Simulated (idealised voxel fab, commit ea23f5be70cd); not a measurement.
process module | voxel self aligned contacts
cross-section cut | 185 nm wide | cells 5 nm
A cross-section is a grid of square cells, given in bands from the top down. A band is one or more rows of cells.
Each band's line starts with the height of the band's top and of its bottom, in nm. Then come its materials from left to right, each with its width in nm. One material with "throughout" fills the band from edge to edge. "air" is empty space.
Height 0 is the level under which the wafer as received is all one material. The lowest band goes on downwards, as in "0 down".
A width such as "30 to 40" changes by the same amount from each row of cells to the next, from the band's top row to its bottom row.
"no change" after a step means that no cell of the cross-section changed.
closed voids: empty space of 8 cells or more with no open way to the top, each as width x height at its distance from the left edge, in nm
after a step's settings: what the simulator itself notes on the step
overlay nm, on a step with a mask: how far to the right of its planned place the mask lay; to the left if negative
plan
1 op RECEIVE | material Si
2 op CONFORMAL_DEP | material SiO2 | thk nm 5
3 op DIRECTIONAL_DEP | material polySi | thk nm 20
4 op DIRECTIONAL_DEP | material SiN | thk nm 20
5 op PATTERN | tone cover | mask id GATE | material resist | width nm 25 | pitch nm 60 | thk nm 15 | overlay nm 0
6 op DIRECTIONAL_ETCH | etch materials SiN | depth nm 20
7 op DIRECTIONAL_ETCH | etch materials polySi | depth nm 20
8 op STRIP | etch materials resist
9 op CONFORMAL_DEP | material SiN | thk nm 5
10 op DIRECTIONAL_ETCH | etch materials SiN | depth nm 5
11 op FILL_DEP | material SiO2 | thk nm 15
12 op CMP | height nm 50
13 op PATTERN | tone open | mask id CONTACT | material resist | width nm 45 | thk nm 15 | overlay nm 0
14 op DIRECTIONAL_ETCH | etch materials SiO2 | depth nm 50
15 op STRIP | etch materials resist
16 op CONFORMAL_DEP | material TiN | thk nm 5
17 op FILL_DEP | material Ru | thk nm 5
18 op CMP | height nm 50
19 op CONFORMAL_DEP | material SiN | thk nm 5
first wafer, as planned
as received, after step 1
  0 down: Si throughout
  closed voids: none
after step 2
  5 to 0: SiO2 throughout
  below 0: unchanged
after step 3
  25 to 5: polySi throughout
  below 5: unchanged
after step 4
  45 to 25: SiN throughout
  below 25: unchanged
after step 5
  60 to 45: air 50 | resist 25 | air 35 | resist 25 | air 50
  below 45: unchanged
after step 6
  60 to 45: air 50 | resist 25 | air 35 | resist 25 | air 50
  45 to 25: air 50 | SiN 25 | air 35 | SiN 25 | air 50
  below 25: unchanged
after step 7
  60 to 45: air 50 | resist 25 | air 35 | resist 25 | air 50
  45 to 25: air 50 | SiN 25 | air 35 | SiN 25 | air 50
  25 to 5: air 50 | polySi 25 | air 35 | polySi 25 | air 50
  below 5: unchanged
after step 8
  45 to 25: air 50 | SiN 25 | air 35 | SiN 25 | air 50
  below 25: unchanged
after step 9
  50 to 25: air 45 | SiN 35 | air 25 | SiN 35 | air 45
  25 to 10: air 45 | SiN 5 | polySi 25 | SiN 5 | air 25 | SiN 5 | polySi 25 | SiN 5 | air 45
  10 to 5: SiN 50 | polySi 25 | SiN 35 | polySi 25 | SiN 50
  below 5: unchanged
after step 10
  45 to 25: air 45 | SiN 35 | air 25 | SiN 35 | air 45
  25 to 5: air 45 | SiN 5 | polySi 25 | SiN 5 | air 25 | SiN 5 | polySi 25 | SiN 5 | air 45
  below 5: unchanged
after step 11
  60 to 45: SiO2 throughout
  45 to 25: SiO2 45 | SiN 35 | SiO2 25 | SiN 35 | SiO2 45
  25 to 5: SiO2 45 | SiN 5 | polySi 25 | SiN 5 | SiO2 25 | SiN 5 | polySi 25 | SiN 5 | SiO2 45
  below 5: unchanged
after step 12
  50 to 45: SiO2 throughout
  below 45: unchanged
after step 13
  65 to 50: resist 70 | air 45 | resist 70
  below 50: unchanged
after step 14
  65 to 50: resist 70 | air 45 | resist 70
  50 to 45: SiO2 70 | air 45 | SiO2 70
  45 to 25: SiO2 45 | SiN 35 | air 25 | SiN 35 | SiO2 45
  25 to 5: SiO2 45 | SiN 5 | polySi 25 | SiN 5 | air 25 | SiN 5 | polySi 25 | SiN 5 | SiO2 45
  5 to 0: SiO2 80 | air 25 | SiO2 80
  below 0: unchanged
after step 15
  50 to 45: SiO2 70 | air 45 | SiO2 70
  below 45: unchanged
after step 16
  55 to 50: TiN 75 | air 35 | TiN 75
  50 to 45: SiO2 70 | TiN 15 | air 15 | TiN 15 | SiO2 70
  45 to 25: SiO2 45 | SiN 35 | TiN 5 | air 15 | TiN 5 | SiN 35 | SiO2 45
  25 to 5: SiO2 45 | SiN 5 | polySi 25 | SiN 5 | TiN 5 | air 15 | TiN 5 | SiN 5 | polySi 25 | SiN 5 | SiO2 45
  5 to 0: SiO2 80 | TiN 25 | SiO2 80
  below 0: unchanged
after step 17
  60 to 55: Ru throughout
  55 to 50: TiN 75 | Ru 35 | TiN 75
  50 to 45: SiO2 70 | TiN 15 | Ru 15 | TiN 15 | SiO2 70
  45 to 25: SiO2 45 | SiN 35 | TiN 5 | Ru 15 | TiN 5 | SiN 35 | SiO2 45
  25 to 5: SiO2 45 | SiN 5 | polySi 25 | SiN 5 | TiN 5 | Ru 15 | TiN 5 | SiN 5 | polySi 25 | SiN 5 | SiO2 45
  below 5: unchanged
after step 18
  50 to 45: SiO2 70 | TiN 15 | Ru 15 | TiN 15 | SiO2 70
  below 45: unchanged
after step 19
  55 to 50: SiN throughout
  below 50: unchanged
second wafer: like start, like plan, one mistake. Through step 4 it matches the first wafer
when step 5 should have ended
  60 to 45: resist 50 | air 25 | resist 35 | air 25 | resist 50
  below 45: unchanged
when step 6 should have ended
  60 to 45: resist 50 | air 25 | resist 35 | air 25 | resist 50
  45 to 25: SiN 50 | air 25 | SiN 35 | air 25 | SiN 50
  below 25: unchanged
when step 7 should have ended
  60 to 45: resist 50 | air 25 | resist 35 | air 25 | resist 50
  45 to 25: SiN 50 | air 25 | SiN 35 | air 25 | SiN 50
  25 to 5: polySi 50 | air 25 | polySi 35 | air 25 | polySi 50
  below 5: unchanged
when step 8 should have ended
  45 to 25: SiN 50 | air 25 | SiN 35 | air 25 | SiN 50
  below 25: unchanged
when step 9 should have ended
  50 to 25: SiN 55 | air 15 | SiN 45 | air 15 | SiN 55
  25 to 10: polySi 50 | SiN 5 | air 15 | SiN 5 | polySi 35 | SiN 5 | air 15 | SiN 5 | polySi 50
  10 to 5: polySi 50 | SiN 25 | polySi 35 | SiN 25 | polySi 50
  below 5: unchanged
when step 10 should have ended
  45 to 25: SiN 55 | air 15 | SiN 45 | air 15 | SiN 55
  25 to 5: polySi 50 | SiN 5 | air 15 | SiN 5 | polySi 35 | SiN 5 | air 15 | SiN 5 | polySi 50
  below 5: unchanged
when step 11 should have ended
  60 to 45: SiO2 throughout
  45 to 25: SiN 55 | SiO2 15 | SiN 45 | SiO2 15 | SiN 55
  25 to 5: polySi 50 | SiN 5 | SiO2 15 | SiN 5 | polySi 35 | SiN 5 | SiO2 15 | SiN 5 | polySi 50
  below 5: unchanged
when step 12 should have ended
  50 to 45: SiO2 throughout
  below 45: unchanged
when step 13 should have ended
  65 to 50: resist 70 | air 45 | resist 70
  below 50: unchanged
when step 14 should have ended
  65 to 50: resist 70 | air 45 | resist 70
  50 to 45: SiO2 70 | air 45 | SiO2 70
  below 45: unchanged
when step 15 should have ended
  50 to 45: SiO2 70 | air 45 | SiO2 70
  below 45: unchanged
when step 16 should have ended
  55 to 50: TiN 75 | air 35 | TiN 75
  50 to 45: SiO2 70 | TiN 45 | SiO2 70
  below 45: unchanged
when step 17 should have ended
  60 to 55: Ru throughout
  55 to 50: TiN 75 | Ru 35 | TiN 75
  below 50: unchanged
when step 18 should have ended
  50 to 45: SiO2 70 | TiN 45 | SiO2 70
  below 45: unchanged
when step 19 should have ended
  55 to 50: SiN throughout
  below 50: unchanged
what went wrong: step 5 ran as: op PATTERN | tone open | mask id GATE | material resist | width nm 25 | pitch nm 60 | thk nm 15 | overlay nm 0
at the end the second wafer has, in cells: 27 fewer of Ru | 68 more of SiN | 91 fewer of SiO2 | 18 fewer of TiN | 68 more of polySi
